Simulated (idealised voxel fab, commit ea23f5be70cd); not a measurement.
Proc. module: voxel tone inversion
FYI the section here is cut, 200 nm wide, cells are 5 nm squares.
Cross-sections here: square-cell grids, written as top-down lists of bands, a band being one or more rows of cells. Band: top and bottom heights (nm) first, top before bottom; then materials from left to right, widths in nm. "everywhere" marks a sole material filling the band edge to edge. "air" denotes empty space. Basically, 0 is our baseline, since under it the wafer straight out of the box is all one material. The bottom band has no lower end and keeps on going down, so it looks like "from 0 down". Read "30..40" as a graded width: first number on top, second number at the bottom, same change between each pair of neighbouring rows. Where a step carries "stayed the same", the cross-section came out of it unchanged, cell for cell. "Sealed internal cavities" contains a list of empty spaces, each no smaller than 8 cells and without an open way to the top, written in the form width x height at distance with the distance from the left edge and all three in nm. Heads up: the bit after the settings on a step's line is the simulator's remark on that step. overlay nm: where the mask lay relative to plan, measured to the right, on steps with a mask; negatives go left.
Set out below are the planned steps of the process:
| 1 | RECEIVE,material Si |
| 2 | CONFORMAL_DEP,material SiN,thk nm 5 |
| 3 | DIRECTIONAL_DEP,material aC,thk nm 25 |
| 4 | PATTERN,tone cover,mask id POSTS,material resist,width nm 25,pitch nm 50,thk nm 35,overlay nm 0 |
| 5 | DIRECTIONAL_ETCH,etch materials aC,depth nm 25 |
| 6 | STRIP,etch materials resist |
| 7 | FILL_DEP,material SiO2,thk nm 10 |
| 8 | CMP,height nm 30 |
| 9 | STRIP,etch materials aC |
| 10 | CONFORMAL_DEP,material TiN,thk nm 5 |
| 11 | FILL_DEP,material Cu,thk nm 5 |
| 12 | CMP,height nm 30 |
| 13 | CONFORMAL_DEP,material SiN,thk nm 5 |
First wafer, as planned:
This is the cross-section of the wafer as we received it, i.e. after step 1:
    from 0 down = Si everywhere
    Sealed internal cavities: none
You're looking at a cross-section of the wafer after step 2:
    from 5 to 0 = SiN everywhere
    Below a height of 0, the structure has not been altered.
You're looking at a cross-section of the wafer after step 3:
    from 30 to 5 = aC everywhere
    Below a height of 5, the structure has not been altered.
You're looking at a cross-section of the wafer after step 4:
    from 65 to 30 = air 60 | resist 25 | air 25 | resist 25 | air 65
    Below a height of 30, the structure has not been altered.
You're looking at a cross-section of the wafer after step 5:
    from 40 to 30 = air 60 | resist 25 | air 25 | resist 25 | air 65
    from 30 to 5 = air 60 | aC 25 | air 25 | aC 25 | air 65
    Below a height of 5, the structure has not been altered.
You're looking at a cross-section of the wafer after step 6:
    from 30 to 5 = air 60 | aC 25 | air 25 | aC 25 | air 65
    Below a height of 5, the structure has not been altered.
You're looking at a cross-section of the wafer after step 7:
    from 40 to 30 = SiO2 everywhere
    from 30 to 5 = SiO2 60 | aC 25 | SiO2 25 | aC 25 | SiO2 65
    Below a height of 5, the structure has not been altered.
You're looking at a cross-section of the wafer after step 8:
    from 30 to 5 = SiO2 60 | aC 25 | SiO2 25 | aC 25 | SiO2 65
    Below a height of 5, the structure has not been altered.
You're looking at a cross-section of the wafer after step 9:
    from 30 to 5 = SiO2 60 | air 25 | SiO2 25 | air 25 | SiO2 65
    Below a height of 5, the structure has not been altered.
You're looking at a cross-section of the wafer after step 10:
    from 35 to 30 = TiN 65 | air 15 | TiN 35 | air 15 | TiN 70
    from 30 to 10 = SiO2 60 | TiN 5 | air 15 | TiN 5 | SiO2 25 | TiN 5 | air 15 | TiN 5 | SiO2 65
    from 10 to 5 = SiO2 60 | TiN 25 | SiO2 25 | TiN 25 | SiO2 65
    Below a height of 5, the structure has not been altered.
You're looking at a cross-section of the wafer after step 11:
    from 40 to 35 = Cu everywhere
    from 35 to 30 = TiN 65 | Cu 15 | TiN 35 | Cu 15 | TiN 70
    from 30 to 10 = SiO2 60 | TiN 5 | Cu 15 | TiN 5 | SiO2 25 | TiN 5 | Cu 15 | TiN 5 | SiO2 65
    Below a height of 10, the structure has not been altered.
You're looking at a cross-section of the wafer after step 12:
    from 30 to 10 = SiO2 60 | TiN 5 | Cu 15 | TiN 5 | SiO2 25 | TiN 5 | Cu 15 | TiN 5 | SiO2 65
    Below a height of 10, the structure has not been altered.
You're looking at a cross-section of the wafer after step 13:
    from 35 to 30 = SiN everywhere
    Below a height of 30, the structure has not been altered.
Okay, second wafer. Nothing different at the start, nothing different in the plan, just one mistake somewhere in the running. As far as step 3, counting that step, it's the first wafer all over again:
Second wafer, sectioned view, at step 4's planned end time:
    from 65 to 30 = air 70 | resist 25 | air 25 | resist 25 | air 55
    Below a height of 30, the structure has not been altered.
Second wafer, sectioned view, at step 5's planned end time:
    from 40 to 30 = air 70 | resist 25 | air 25 | resist 25 | air 55
    from 30 to 5 = air 70 | aC 25 | air 25 | aC 25 | air 55
    Below a height of 5, the structure has not been altered.
Second wafer, sectioned view, at step 6's planned end time:
    from 30 to 5 = air 70 | aC 25 | air 25 | aC 25 | air 55
    Below a height of 5, the structure has not been altered.
Second wafer, sectioned view, at step 7's planned end time:
    from 40 to 30 = SiO2 everywhere
    from 30 to 5 = SiO2 70 | aC 25 | SiO2 25 | aC 25 | SiO2 55
    Below a height of 5, the structure has not been altered.
Second wafer, sectioned view, at step 8's planned end time:
    from 30 to 5 = SiO2 70 | aC 25 | SiO2 25 | aC 25 | SiO2 55
    Below a height of 5, the structure has not been altered.
Second wafer, sectioned view, at step 9's planned end time:
    from 30 to 5 = SiO2 70 | air 25 | SiO2 25 | air 25 | SiO2 55
    Below a height of 5, the structure has not been altered.
Second wafer, sectioned view, at step 10's planned end time:
    from 35 to 30 = TiN 75 | air 15 | TiN 35 | air 15 | TiN 60
    from 30 to 10 = SiO2 70 | TiN 5 | air 15 | TiN 5 | SiO2 25 | TiN 5 | air 15 | TiN 5 | SiO2 55
    from 10 to 5 = SiO2 70 | TiN 25 | SiO2 25 | TiN 25 | SiO2 55
    Below a height of 5, the structure has not been altered.
Second wafer, sectioned view, at step 11's planned end time:
    from 40 to 35 = Cu everywhere
    from 35 to 30 = TiN 75 | Cu 15 | TiN 35 | Cu 15 | TiN 60
    from 30 to 10 = SiO2 70 | TiN 5 | Cu 15 | TiN 5 | SiO2 25 | TiN 5 | Cu 15 | TiN 5 | SiO2 55
    Below a height of 10, the structure has not been altered.
Second wafer, sectioned view, at step 12's planned end time:
    from 30 to 10 = SiO2 70 | TiN 5 | Cu 15 | TiN 5 | SiO2 25 | TiN 5 | Cu 15 | TiN 5 | SiO2 55
    Below a height of 10, the structure has not been altered.
Second wafer, sectioned view, at step 13's planned end time:
    from 35 to 30 = SiN everywhere
    Below a height of 30, the structure has not been altered.
Where did the run depart from the plan? rather than as planned, step 4 actually ran as PATTERN,tone cover,mask id POSTS,material resist,width nm 25,pitch nm 50,thk nm 35,overlay nm 10
Final wafers compared: equal cell tally per material, rearranged layout.
